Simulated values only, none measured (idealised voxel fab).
voxel wiring stack: a process module
The figure presents cross-section cut, which has a width of 245 nm and is divided into square cells with an edge length of 5 nm.
Cross-section layout: square cells on a grid; listed as bands, top to bottom; a band spans one or more cell rows.
Each band's line starts with the height of the band's top and of its bottom, in nm. Then come its materials from left to right, each with its width in nm. One material with "edge to edge" fills the band from edge to edge. "air" is empty space.
For the purposes of this specification, 0 denotes the height below which the wafer in its as-received condition is composed wholly of one material, and the lowermost band, lacking a lower limit, extends downward without end, as expressed in "0 and below".
When a width is written as two numbers, as in "30 to 40", the first number is the width in the top row of cells of the band and the second is the width in its bottom row, and the width changes by the same amount from each row to the next.
When a step is marked "remained the same", none of the cells in the cross-section changed during that step.
"Voids, sealed" specifies each empty space that is not open to the top and that occupies no fewer than 8 cells, using the form width x height at distance, the distance measured from the left edge and all three quantities in nm.
Post-settings text on a step line: simulator's own remark regarding the step.
For masked steps, "overlay nm" on the step line gives how far right of plan the mask actually lay; a minus sign means it lay to the left.
-- Listed below are the process steps as planned
1. RECEIVE with material Si
2. CONFORMAL_DEP with material SiO2, thk nm 10
3. DIRECTIONAL_DEP with material TiN, thk nm 5
4. DIRECTIONAL_DEP with material Ru, thk nm 15
5. MASKED_ETCH with tone cover, mask id METAL_1, width nm 20, pitch nm 50, etch materials Ru, depth nm 15, overlay nm 0
6. MASKED_ETCH with tone cover, mask id METAL_1, width nm 20, pitch nm 50, etch materials TiN, depth nm 5, overlay nm 0
7. CONFORMAL_DEP with material SiN, thk nm 5
8. FILL_DEP with material SiO2, thk nm 5
9. CMP with height nm 30
10. CONFORMAL_DEP with material SiCN, thk nm 5
11. DIRECTIONAL_DEP with material lowk, thk nm 25
12. DIRECTIONAL_DEP with material aC, thk nm 10
13. PATTERN with tone open, mask id METAL_2_HOLES, material resist, width nm 15, pitch nm 100, thk nm 30, overlay nm 0
14. DIRECTIONAL_ETCH with etch materials aC, depth nm 10
15. STRIP with etch materials resist
16. DIRECTIONAL_ETCH with etch materials lowk, depth nm 25
17. STRIP with etch materials aC
18. PATTERN with tone open, mask id METAL_2, material resist, width nm 20, pitch nm 50, thk nm 15, overlay nm 0
19. DIRECTIONAL_ETCH with etch materials lowk, depth nm 15
20. DIRECTIONAL_ETCH with etch materials SiCN, depth nm 5
21. STRIP with etch materials resist
22. CONFORMAL_DEP with material TiN, thk nm 5
23. FILL_DEP with material Cu, thk nm 10
24. CMP with height nm 60
25. CONFORMAL_DEP with material SiCN, thk nm 5
-- Concerning the first of two wafers, which was run in accordance with the plan
-- As-received state of the wafer in cross-section, equivalent to post-step 1
    0 and below  Si edge to edge
    Voids, sealed: none
-- Cross-section through the wafer, step 2 finished
    10 down to 0  SiO2 edge to edge
    Below a height of 0, the structure has not been altered.
-- Cross-section through the wafer, step 3 finished
    15 down to 10  TiN edge to edge
    Below a height of 10, the structure has not been altered.
-- Cross-section through the wafer, step 4 finished
    30 down to 15  Ru edge to edge
    Below a height of 15, the structure has not been altered.
-- Cross-section through the wafer, step 5 finished
    30 down to 15  air: 35, Ru: 20, air: 30, Ru: 20, air: 30, Ru: 20, air: 30, Ru: 20, air: 40
    Below a height of 15, the structure has not been altered.
-- Cross-section through the wafer, step 6 finished
    30 down to 15  air: 35, Ru: 20, air: 30, Ru: 20, air: 30, Ru: 20, air: 30, Ru: 20, air: 40
    15 down to 10  air: 35, TiN: 20, air: 30, TiN: 20, air: 30, TiN: 20, air: 30, TiN: 20, air: 40
    Below a height of 10, the structure has not been altered.
-- Cross-section through the wafer, step 7 finished
    35 down to 30  air: 30, SiN: 30, air: 20, SiN: 30, air: 20, SiN: 30, air: 20, SiN: 30, air: 35
    30 down to 15  air: 30, SiN: 5, Ru: 20, SiN: 5, air: 20, SiN: 5, Ru: 20, SiN: 5, air: 20, SiN: 5, Ru: 20, SiN: 5, air: 20, SiN: 5, Ru: 20, SiN: 5, air: 35
    15 down to 10  SiN: 35, TiN: 20, SiN: 30, TiN: 20, SiN: 30, TiN: 20, SiN: 30, TiN: 20, SiN: 40
    Below a height of 10, the structure has not been altered.
-- Cross-section through the wafer, step 8 finished
    40 down to 35  SiO2 edge to edge
    35 down to 30  SiO2: 30, SiN: 30, SiO2: 20, SiN: 30, SiO2: 20, SiN: 30, SiO2: 20, SiN: 30, SiO2: 35
    30 down to 15  SiO2: 30, SiN: 5, Ru: 20, SiN: 5, SiO2: 20, SiN: 5, Ru: 20, SiN: 5, SiO2: 20, SiN: 5, Ru: 20, SiN: 5, SiO2: 20, SiN: 5, Ru: 20, SiN: 5, SiO2: 35
    Below a height of 15, the structure has not been altered.
-- Cross-section through the wafer, step 9 finished
    30 down to 15  SiO2: 30, SiN: 5, Ru: 20, SiN: 5, SiO2: 20, SiN: 5, Ru: 20, SiN: 5, SiO2: 20, SiN: 5, Ru: 20, SiN: 5, SiO2: 20, SiN: 5, Ru: 20, SiN: 5, SiO2: 35
    Below a height of 15, the structure has not been altered.
-- Cross-section through the wafer, step 10 finished
    35 down to 30  SiCN edge to edge
    Below a height of 30, the structure has not been altered.
-- Cross-section through the wafer, step 11 finished
    60 down to 35  lowk edge to edge
    Below a height of 35, the structure has not been altered.
-- Cross-section through the wafer, step 12 finished
    70 down to 60  aC edge to edge
    Below a height of 60, the structure has not been altered.
-- Cross-section through the wafer, step 13 finished
    100 down to 70  resist: 35, air: 15, resist: 85, air: 15, resist: 95
    Below a height of 70, the structure has not been altered.
-- Cross-section through the wafer, step 14 finished
    90 down to 70  resist: 35, air: 15, resist: 85, air: 15, resist: 95
    70 down to 60  aC: 35, air: 15, aC: 85, air: 15, aC: 95
    Below a height of 60, the structure has not been altered.
-- Cross-section through the wafer, step 15 finished
    70 down to 60  aC: 35, air: 15, aC: 85, air: 15, aC: 95
    Below a height of 60, the structure has not been altered.
-- Cross-section through the wafer, step 16 finished
    70 down to 60  aC: 35, air: 15, aC: 85, air: 15, aC: 95
    60 down to 35  lowk: 35, air: 15, lowk: 85, air: 15, lowk: 95
    Below a height of 35, the structure has not been altered.
-- Cross-section through the wafer, step 17 finished
    60 down to 35  lowk: 35, air: 15, lowk: 85, air: 15, lowk: 95
    Below a height of 35, the structure has not been altered.
-- Cross-section through the wafer, step 18 finished
    75 down to 60  resist: 35, air: 20, resist: 30, air: 20, resist: 30, air: 20, resist: 30, air: 20, resist: 40
    Below a height of 60, the structure has not been altered.
-- Cross-section through the wafer, step 19 finished
    75 down to 60  resist: 35, air: 20, resist: 30, air: 20, resist: 30, air: 20, resist: 30, air: 20, resist: 40
    60 down to 45  lowk: 35, air: 20, lowk: 30, air: 20, lowk: 30, air: 20, lowk: 30, air: 20, lowk: 40
    Below a height of 45, the structure has not been altered.
-- Cross-section through the wafer, step 20 finished
    75 down to 60  resist: 35, air: 20, resist: 30, air: 20, resist: 30, air: 20, resist: 30, air: 20, resist: 40
    60 down to 45  lowk: 35, air: 20, lowk: 30, air: 20, lowk: 30, air: 20, lowk: 30, air: 20, lowk: 40
    45 down to 35  lowk: 35, air: 15, lowk: 85, air: 15, lowk: 95
    35 down to 30  SiCN: 35, air: 15, SiCN: 85, air: 15, SiCN: 95
    Below a height of 30, the structure has not been altered.
-- Cross-section through the wafer, step 21 finished
    60 down to 45  lowk: 35, air: 20, lowk: 30, air: 20, lowk: 30, air: 20, lowk: 30, air: 20, lowk: 40
    Below a height of 45, the structure has not been altered.
-- Cross-section through the wafer, step 22 finished
    65 down to 60  TiN: 40, air: 10, TiN: 40, air: 10, TiN: 40, air: 10, TiN: 40, air: 10, TiN: 45
    60 down to 50  lowk: 35, TiN: 5, air: 10, TiN: 5, lowk: 30, TiN: 5, air: 10, TiN: 5, lowk: 30, TiN: 5, air: 10, TiN: 5, lowk: 30, TiN: 5, air: 10, TiN: 5, lowk: 40
    50 down to 45  lowk: 35, TiN: 5, air: 5, TiN: 10, lowk: 30, TiN: 20, lowk: 30, TiN: 5, air: 5, TiN: 10, lowk: 30, TiN: 20, lowk: 40
    45 down to 35  lowk: 35, TiN: 5, air: 5, TiN: 5, lowk: 85, TiN: 5, air: 5, TiN: 5, lowk: 95
    35 down to 30  SiCN: 35, TiN: 15, SiCN: 85, TiN: 15, SiCN: 95
    Below a height of 30, the structure has not been altered.
-- Cross-section through the wafer, step 23 finished
    75 down to 65  Cu edge to edge
    65 down to 60  TiN: 40, Cu: 10, TiN: 40, Cu: 10, TiN: 40, Cu: 10, TiN: 40, Cu: 10, TiN: 45
    60 down to 50  lowk: 35, TiN: 5, Cu: 10, TiN: 5, lowk: 30, TiN: 5, Cu: 10, TiN: 5, lowk: 30, TiN: 5, Cu: 10, TiN: 5, lowk: 30, TiN: 5, Cu: 10, TiN: 5, lowk: 40
    50 down to 45  lowk: 35, TiN: 5, Cu: 5, TiN: 10, lowk: 30, TiN: 20, lowk: 30, TiN: 5, Cu: 5, TiN: 10, lowk: 30, TiN: 20, lowk: 40
    45 down to 35  lowk: 35, TiN: 5, Cu: 5, TiN: 5, lowk: 85, TiN: 5, Cu: 5, TiN: 5, lowk: 95
    Below a height of 35, the structure has not been altered.
-- Cross-section through the wafer, step 24 finished
    60 down to 50  lowk: 35, TiN: 5, Cu: 10, TiN: 5, lowk: 30, TiN: 5, Cu: 10, TiN: 5, lowk: 30, TiN: 5, Cu: 10, TiN: 5, lowk: 30, TiN: 5, Cu: 10, TiN: 5, lowk: 40
    Below a height of 50, the structure has not been altered.
-- Cross-section through the wafer, step 25 finished
    65 down to 60  SiCN edge to edge
    Below a height of 60, the structure has not been altered.
-- It is to be noted that the second wafer proceeded from the same initial state and according to the same plan as the first, although one mistake was committed in its execution; through step 18, inclusive, the two wafers share an identical history
-- Second wafer: cross-section at the scheduled end of step 19
    75 down to 60  resist: 35, air: 20, resist: 30, air: 20, resist: 30, air: 20, resist: 30, air: 20, resist: 40
    60 down to 40  lowk: 35, air: 20, lowk: 30, air: 20, lowk: 30, air: 20, lowk: 30, air: 20, lowk: 40
    Below a height of 40, the structure has not been altered.
-- Second wafer: cross-section at the scheduled end of step 20
    75 down to 60  resist: 35, air: 20, resist: 30, air: 20, resist: 30, air: 20, resist: 30, air: 20, resist: 40
    60 down to 40  lowk: 35, air: 20, lowk: 30, air: 20, lowk: 30, air: 20, lowk: 30, air: 20, lowk: 40
    40 down to 35  lowk: 35, air: 15, lowk: 85, air: 15, lowk: 95
    35 down to 30  SiCN: 35, air: 15, SiCN: 85, air: 15, SiCN: 95
    Below a height of 30, the structure has not been altered.
-- Second wafer: cross-section at the scheduled end of step 21
    60 down to 40  lowk: 35, air: 20, lowk: 30, air: 20, lowk: 30, air: 20, lowk: 30, air: 20, lowk: 40
    Below a height of 40, the structure has not been altered.
-- Second wafer: cross-section at the scheduled end of step 22
    65 down to 60  TiN: 40, air: 10, TiN: 40, air: 10, TiN: 40, air: 10, TiN: 40, air: 10, TiN: 45
    60 down to 45  lowk: 35, TiN: 5, air: 10, TiN: 5, lowk: 30, TiN: 5, air: 10, TiN: 5, lowk: 30, TiN: 5, air: 10, TiN: 5, lowk: 30, TiN: 5, air: 10, TiN: 5, lowk: 40
    45 down to 40  lowk: 35, TiN: 5, air: 5, TiN: 10, lowk: 30, TiN: 20, lowk: 30, TiN: 5, air: 5, TiN: 10, lowk: 30, TiN: 20, lowk: 40
    40 down to 35  lowk: 35, TiN: 5, air: 5, TiN: 5, lowk: 85, TiN: 5, air: 5, TiN: 5, lowk: 95
    35 down to 30  SiCN: 35, TiN: 15, SiCN: 85, TiN: 15, SiCN: 95
    Below a height of 30, the structure has not been altered.
-- Second wafer: cross-section at the scheduled end of step 23
    75 down to 65  Cu edge to edge
    65 down to 60  TiN: 40, Cu: 10, TiN: 40, Cu: 10, TiN: 40, Cu: 10, TiN: 40, Cu: 10, TiN: 45
    60 down to 45  lowk: 35, TiN: 5, Cu: 10, TiN: 5, lowk: 30, TiN: 5, Cu: 10, TiN: 5, lowk: 30, TiN: 5, Cu: 10, TiN: 5, lowk: 30, TiN: 5, Cu: 10, TiN: 5, lowk: 40
    45 down to 40  lowk: 35, TiN: 5, Cu: 5, TiN: 10, lowk: 30, TiN: 20, lowk: 30, TiN: 5, Cu: 5, TiN: 10, lowk: 30, TiN: 20, lowk: 40
    40 down to 35  lowk: 35, TiN: 5, Cu: 5, TiN: 5, lowk: 85, TiN: 5, Cu: 5, TiN: 5, lowk: 95
    Below a height of 35, the structure has not been altered.
-- Second wafer: cross-section at the scheduled end of step 24
    60 down to 45  lowk: 35, TiN: 5, Cu: 10, TiN: 5, lowk: 30, TiN: 5, Cu: 10, TiN: 5, lowk: 30, TiN: 5, Cu: 10, TiN: 5, lowk: 30, TiN: 5, Cu: 10, TiN: 5, lowk: 40
    Below a height of 45, the structure has not been altered.
-- Second wafer: cross-section at the scheduled end of step 25
    65 down to 60  SiCN edge to edge
    Below a height of 60, the structure has not been altered.
Processing error: step 19 was not run as planned; what actually ran was DIRECTIONAL_ETCH with etch materials lowk, depth nm 20
Final wafer comparison in cells, second versus first, more or fewer per material: Cu: 6 more | TiN: 4 more | lowk: 10 fewer
